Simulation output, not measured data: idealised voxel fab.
A process module follows: voxel transistor to metal.
Xsec cut, 155 nm wide, square cell size 5 nm.
Heads up, the way a cross-section reads in here is a grid of square cells, handed over as bands from the top down, with every band being one or more rows of cells.
Look at the band entry: it leads with the top's height and the bottom's height in nm. Then it lists the materials left to right, with a width in nm for each. The word "everywhere" on a single material says that material fills the band edge to edge. The word "blank" is empty space.
Heights from 0 (as-received wafer is one material below). Bottom band endless downward, as "0 -> down".
A width given as "30 to 40" starts at the first number in the band's top row and ends at the second number in its bottom row, shifting by an equal amount at every step from row to row.
It should be understood that the words "no modification", when stated for a given step, signify that the cross-section underwent no change in any of its cells during that step.
Entry "Enclosed void inventory". Content: empty spaces with no open connection to the top, size 8 cells or greater. Each: width x height at distance. Distance: from left edge. Unit: nm.
Where a step's line continues beyond its settings, the continuation is a remark by the simulator itself on that step.
A step's line can hold "overlay nm"; with a mask on that step, the setting says how far right of the planned place the mask lay, while a negative setting says it lay to the left.

[This section lists the process steps that were planned]
1) RECEIVE (material Si)
2) OXIDIZE (depth nm 5)
3) CONFORMAL_DEP (material SiN; thk nm 10)
4) MASKED_ETCH (tone cover; mask id ACTIVE; width nm 120; etch materials SiN; depth nm 10; overlay nm 0)
5) MASKED_ETCH (tone cover; mask id ACTIVE; width nm 120; etch materials SiO2; depth nm 5; overlay nm 0)
6) MASKED_ETCH (tone cover; mask id ACTIVE; width nm 120; etch materials Si; depth nm 20; overlay nm 0)
7) FILL_DEP (material SiO2; thk nm 15)
8) CMP (height nm 10)
9) SELECTIVE_ETCH (etch materials SiO2; depth nm 10)
10) STRIP (etch materials SiN)
11) SELECTIVE_ETCH (etch materials SiO2; depth nm 5)
12) OXIDIZE (depth nm 5)
13) DIRECTIONAL_DEP (material polySi; thk nm 20)
14) DIRECTIONAL_DEP (material SiCN; thk nm 10)
15) MASKED_ETCH (tone cover; mask id GATE; width nm 30; etch materials SiCN; depth nm 20; overlay nm 0)
16) MASKED_ETCH (tone cover; mask id GATE; width nm 30; etch materials polySi; depth nm 30; overlay nm 0)
17) CONFORMAL_DEP (material SiN; thk nm 10)
18) DIRECTIONAL_ETCH (etch materials SiN; depth nm 10)
19) DIRECTIONAL_ETCH (etch materials SiO2; depth nm 5)
20) EPI (material pSi; thk nm 5)
21) FILL_DEP (material SiO2; thk nm 5)
22) CMP (height nm 15)
23) STRIP (etch materials polySi)
24) SELECTIVE_ETCH (etch materials SiO2; depth nm 5)
25) CONFORMAL_DEP (material HfO2; thk nm 5)
26) CONFORMAL_DEP (material TiN; thk nm 5)
27) FILL_DEP (material W; thk nm 10)
28) CMP (height nm 10)
29) DIRECTIONAL_DEP (material SiO2; thk nm 15)
30) PATTERN (tone open; mask id CONTACT; material resist; width nm 20; pitch nm 80; thk nm 15; overlay nm 0)
31) DIRECTIONAL_ETCH (etch materials SiO2; depth nm 30)
32) STRIP (etch materials resist)
33) CONFORMAL_DEP (material TiN; thk nm 5)
34) FILL_DEP (material W; thk nm 5)
35) CMP (height nm 25)
36) DIRECTIONAL_DEP (material TiN; thk nm 5)
37) DIRECTIONAL_DEP (material Ru; thk nm 20)
38) PATTERN (tone cover; mask id METAL_1; material resist; width nm 20; pitch nm 80; thk nm 15; overlay nm 0)
39) DIRECTIONAL_ETCH (etch materials Ru; depth nm 20)
40) DIRECTIONAL_ETCH (etch materials TiN; depth nm 5)
41) STRIP (etch materials resist)
42) FILL_DEP (material lowk; thk nm 5)
43) CMP (height nm 50)
44) CONFORMAL_DEP (material SiCN; thk nm 5)

[Received-state cross-section, reflecting completion of step 1]
* 0 -> down = Si everywhere
* Enclosed void inventory: none

[Look at the cross-section after the module: the wafer started out the way shown above and the plan was the one shown above, yet one mistake was made along the way]
* 55 -> 50 = SiCN everywhere
* 50 -> 30 = lowk 25 nm  Ru 20 nm  lowk 60 nm  Ru 20 nm  lowk 30 nm
* 30 -> 25 = lowk 25 nm  TiN 20 nm  lowk 60 nm  TiN 20 nm  lowk 30 nm
* 25 -> 10 = SiO2 25 nm  TiN 5 nm  W 10 nm  TiN 5 nm  SiO2 60 nm  TiN 5 nm  W 10 nm  TiN 5 nm  SiO2 30 nm
* 10 -> 0 = SiO2 25 nm  TiN 5 nm  W 10 nm  TiN 5 nm  SiO2 5 nm  SiN 10 nm  TiN 5 nm  HfO2 5 nm  W 10 nm  HfO2 5 nm  TiN 5 nm  SiN 10 nm  SiO2 5 nm  TiN 5 nm  W 10 nm  TiN 5 nm  SiO2 30 nm
* 0 -> -5 = SiO2 25 nm  TiN 20 nm  SiO2 5 nm  SiN 10 nm  TiN 5 nm  HfO2 20 nm  TiN 5 nm  SiN 10 nm  SiO2 5 nm  TiN 20 nm  SiO2 30 nm
* -5 -> -10 = SiO2 10 nm  pSi 40 nm  SiO2 5 nm  TiN 40 nm  SiO2 5 nm  pSi 40 nm  SiO2 15 nm
* -10 -> -25 = SiO2 15 nm  Si 120 nm  SiO2 20 nm
* -25 -> down = Si everywhere
* Enclosed void inventory: none
Finding, execution versus plan: deviation from plan: step 26 and step 25 executed in one another's positions
